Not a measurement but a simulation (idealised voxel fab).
process module | voxel transistor to metal
cross-section cut | 275 nm wide | cells 5 nm
A cross-section is a grid of square cells, given in bands from the top down. A band is one or more rows of cells.
Each band's line starts with the height of the band's top and of its bottom, in nm. Then come its materials from left to right, each with its width in nm. One material with "throughout" fills the band from edge to edge. "air" is empty space.
Height 0 is the level under which the wafer as received is all one material. The lowest band goes on downwards, as in "0 down".
A width such as "30 to 40" changes by the same amount from each row of cells to the next, from the band's top row to its bottom row.
"no change" after a step means that no cell of the cross-section changed.
closed voids: empty space of 8 cells or more with no open way to the top, each as width x height at its distance from the left edge, in nm
after a step's settings: what the simulator itself notes on the step
overlay nm, on a step with a mask: how far to the right of its planned place the mask lay; to the left if negative
plan
1 op RECEIVE | material Si
2 op OXIDIZE | depth nm 5
3 op CONFORMAL_DEP | material SiN | thk nm 15
4 op MASKED_ETCH | tone cover | mask id ACTIVE | width nm 105 | pitch nm 125 | etch materials SiN | depth nm 15 | overlay nm 0
5 op MASKED_ETCH | tone cover | mask id ACTIVE | width nm 105 | pitch nm 125 | etch materials SiO2 | depth nm 5 | overlay nm 0
6 op MASKED_ETCH | tone cover | mask id ACTIVE | width nm 95 | pitch nm 125 | etch materials Si | depth nm 20 | overlay nm 0
7 op FILL_DEP | material SiO2 | thk nm 10
8 op CMP | height nm 15
9 op SELECTIVE_ETCH | etch materials SiO2 | depth nm 5
10 op STRIP | etch materials SiN
11 op SELECTIVE_ETCH | etch materials SiO2 | depth nm 5
12 op OXIDIZE | depth nm 5
13 op DIRECTIONAL_DEP | material polySi | thk nm 20
14 op DIRECTIONAL_DEP | material SiCN | thk nm 15
15 op DIRECTIONAL_DEP | material aC | thk nm 10
16 op PATTERN | tone cover | mask id GATE | material resist | width nm 25 | pitch nm 125 | thk nm 30 | overlay nm 0
17 op DIRECTIONAL_ETCH | etch materials aC | depth nm 10
18 op STRIP | etch materials resist
19 op DIRECTIONAL_ETCH | etch materials SiCN | depth nm 25
20 op DIRECTIONAL_ETCH | etch materials polySi | depth nm 30
21 op STRIP | etch materials aC
22 op CONFORMAL_DEP | material SiN | thk nm 10
23 op DIRECTIONAL_ETCH | etch materials SiN | depth nm 10
24 op DIRECTIONAL_ETCH | etch materials SiO2 | depth nm 5
25 op DIRECTIONAL_ETCH | etch materials Si | depth nm 10
26 op EPI | material nSi | thk nm 10
27 op FILL_DEP | material SiO2 | thk nm 5
28 op CMP | height nm 15
29 op STRIP | etch materials polySi
30 op SELECTIVE_ETCH | etch materials SiO2 | depth nm 5
31 op CONFORMAL_DEP | material HfO2 | thk nm 5
32 op CONFORMAL_DEP | material TiN | thk nm 5
33 op FILL_DEP | material W | thk nm 5
34 op CMP | height nm 10
35 op DIRECTIONAL_DEP | material SiO2 | thk nm 15
36 op DIRECTIONAL_DEP | material aC | thk nm 15
37 op PATTERN | tone open | mask id CONTACT | material resist | width nm 20 | thk nm 30 | overlay nm 0
38 op DIRECTIONAL_ETCH | etch materials aC | depth nm 15
39 op STRIP | etch materials resist
40 op DIRECTIONAL_ETCH | etch materials SiO2 | depth nm 35
41 op STRIP | etch materials aC
42 op CONFORMAL_DEP | material TiN | thk nm 5
43 op FILL_DEP | material W | thk nm 10
44 op CMP | height nm 25
45 op DIRECTIONAL_DEP | material TiN | thk nm 5
46 op DIRECTIONAL_DEP | material Ru | thk nm 15
47 op PATTERN | tone cover | mask id METAL_1 | material resist | width nm 20 | thk nm 15 | overlay nm 0
48 op DIRECTIONAL_ETCH | etch materials Ru | depth nm 15
49 op DIRECTIONAL_ETCH | etch materials TiN | depth nm 5
50 op STRIP | etch materials resist
51 op FILL_DEP | material SiO2 | thk nm 5
52 op CMP | height nm 45
53 op CONFORMAL_DEP | material SiCN | thk nm 5
varied across the wafers: width nm of step 6. The plan shows the first wafer's value. All wafers start alike
first wafer as received, after step 1
  0 down: Si throughout
  closed voids: none
first wafer at the end, after step 53
  50 to 45: SiCN throughout
  45 to 30: SiO2 25 | Ru 20 | SiO2 55 | Ru 20 | SiO2 30 | Ru 20 | SiO2 55 | Ru 20 | SiO2 30
  30 to 25: SiO2 25 | TiN 20 | SiO2 55 | TiN 20 | SiO2 30 | TiN 20 | SiO2 55 | TiN 20 | SiO2 30
  25 to 10: SiO2 25 | TiN 5 | W 10 | TiN 5 | SiO2 55 | TiN 5 | W 10 | TiN 5 | SiO2 30 | TiN 5 | W 10 | TiN 5 | SiO2 55 | TiN 5 | W 10 | TiN 5 | SiO2 30
  10 to 5: SiO2 25 | TiN 5 | W 10 | TiN 5 | SiO2 5 | SiN 10 | HfO2 5 | TiN 5 | W 5 | TiN 5 | HfO2 5 | SiN 10 | SiO2 5 | TiN 5 | W 10 | TiN 5 | SiO2 30 | TiN 5 | W 10 | TiN 5 | SiO2 5 | SiN 10 | HfO2 5 | TiN 5 | W 5 | TiN 5 | HfO2 5 | SiN 10 | SiO2 5 | TiN 5 | W 10 | TiN 5 | SiO2 30
  5 to 0: SiO2 15 | SiN 10 | TiN 20 | SiO2 5 | SiN 10 | HfO2 5 | TiN 5 | W 5 | TiN 5 | HfO2 5 | SiN 10 | SiO2 5 | TiN 20 | SiN 10 | SiO2 10 | SiN 10 | TiN 20 | SiO2 5 | SiN 10 | HfO2 5 | TiN 5 | W 5 | TiN 5 | HfO2 5 | SiN 10 | SiO2 5 | TiN 20 | SiN 10 | SiO2 20
  0 to -5: SiO2 15 | SiN 10 | nSi 10 | TiN 5 | nSi 10 | SiN 10 | HfO2 5 | TiN 15 | HfO2 5 | SiN 10 | nSi 10 | TiN 5 | nSi 10 | SiN 10 | SiO2 10 | SiN 10 | nSi 10 | TiN 5 | nSi 10 | SiN 10 | HfO2 5 | TiN 15 | HfO2 5 | SiN 10 | nSi 10 | TiN 5 | nSi 10 | SiN 10 | SiO2 20
  -5 to -10: SiO2 25 | nSi 10 | TiN 5 | nSi 10 | SiO2 5 | HfO2 35 | SiO2 5 | nSi 10 | TiN 5 | nSi 10 | SiO2 30 | nSi 10 | TiN 5 | nSi 10 | SiO2 5 | HfO2 35 | SiO2 5 | nSi 10 | TiN 5 | nSi 10 | SiO2 30
  -10 to -20: SiO2 20 | Si 5 | nSi 25 | Si 45 | nSi 25 | Si 5 | SiO2 20 | Si 5 | nSi 25 | Si 45 | nSi 25 | Si 5 | SiO2 25
  -20 to -25: SiO2 20 | Si 105 | SiO2 20 | Si 105 | SiO2 25
  -25 down: Si throughout
  closed voids: none
last wafer at the end
  50 to 45: SiCN throughout
  45 to 30: SiO2 25 | Ru 20 | SiO2 55 | Ru 20 | SiO2 30 | Ru 20 | SiO2 55 | Ru 20 | SiO2 30
  30 to 25: SiO2 25 | TiN 20 | SiO2 55 | TiN 20 | SiO2 30 | TiN 20 | SiO2 55 | TiN 20 | SiO2 30
  25 to 10: SiO2 25 | TiN 5 | W 10 | TiN 5 | SiO2 55 | TiN 5 | W 10 | TiN 5 | SiO2 30 | TiN 5 | W 10 | TiN 5 | SiO2 55 | TiN 5 | W 10 | TiN 5 | SiO2 30
  10 to 5: SiO2 25 | TiN 5 | W 10 | TiN 5 | SiO2 5 | SiN 10 | HfO2 5 | TiN 5 | W 5 | TiN 5 | HfO2 5 | SiN 10 | SiO2 5 | TiN 5 | W 10 | TiN 5 | SiO2 30 | TiN 5 | W 10 | TiN 5 | SiO2 5 | SiN 10 | HfO2 5 | TiN 5 | W 5 | TiN 5 | HfO2 5 | SiN 10 | SiO2 5 | TiN 5 | W 10 | TiN 5 | SiO2 30
  5 to 0: SiO2 15 | SiN 10 | TiN 20 | SiO2 5 | SiN 10 | HfO2 5 | TiN 5 | W 5 | TiN 5 | HfO2 5 | SiN 10 | SiO2 5 | TiN 20 | SiN 10 | SiO2 10 | SiN 10 | TiN 20 | SiO2 5 | SiN 10 | HfO2 5 | TiN 5 | W 5 | TiN 5 | HfO2 5 | SiN 10 | SiO2 5 | TiN 20 | SiN 10 | SiO2 20
  0 to -5: SiO2 15 | SiN 10 | nSi 10 | TiN 5 | nSi 10 | SiN 10 | HfO2 5 | TiN 15 | HfO2 5 | SiN 10 | nSi 10 | TiN 5 | nSi 10 | SiN 10 | SiO2 10 | SiN 10 | nSi 10 | TiN 5 | nSi 10 | SiN 10 | HfO2 5 | TiN 15 | HfO2 5 | SiN 10 | nSi 10 | TiN 5 | nSi 10 | SiN 10 | SiO2 20
  -5 to -10: SiO2 25 | nSi 10 | TiN 5 | nSi 10 | SiO2 5 | HfO2 35 | SiO2 5 | nSi 10 | TiN 5 | nSi 10 | SiO2 30 | nSi 10 | TiN 5 | nSi 10 | SiO2 5 | HfO2 35 | SiO2 5 | nSi 10 | TiN 5 | nSi 10 | SiO2 30
  -10 to -20: SiO2 20 | Si 5 | nSi 25 | Si 45 | nSi 25 | Si 10 | SiO2 15 | Si 5 | nSi 25 | Si 45 | nSi 25 | Si 10 | SiO2 20
  -20 to -25: SiO2 20 | Si 110 | SiO2 15 | Si 110 | SiO2 20
  -25 down: Si throughout
  closed voids: none
each wafer at the end: cells of each material gained (+) or lost (-) since it was received, then its closed voids
width nm 95 | +26 HfO2 | +48 Ru | -189 Si | +55 SiCN | +40 SiN | +376 SiO2 | +86 TiN | +36 W | +72 nSi | closed voids: none
width nm 100 | +26 HfO2 | +48 Ru | -189 Si | +55 SiCN | +40 SiN | +376 SiO2 | +86 TiN | +36 W | +72 nSi | closed voids: none
width nm 105 | +26 HfO2 | +48 Ru | -189 Si | +55 SiCN | +40 SiN | +376 SiO2 | +86 TiN | +36 W | +72 nSi | closed voids: none
width nm 110 | +26 HfO2 | +48 Ru | -183 Si | +55 SiCN | +40 SiN | +370 SiO2 | +86 TiN | +36 W | +72 nSi | closed voids: none
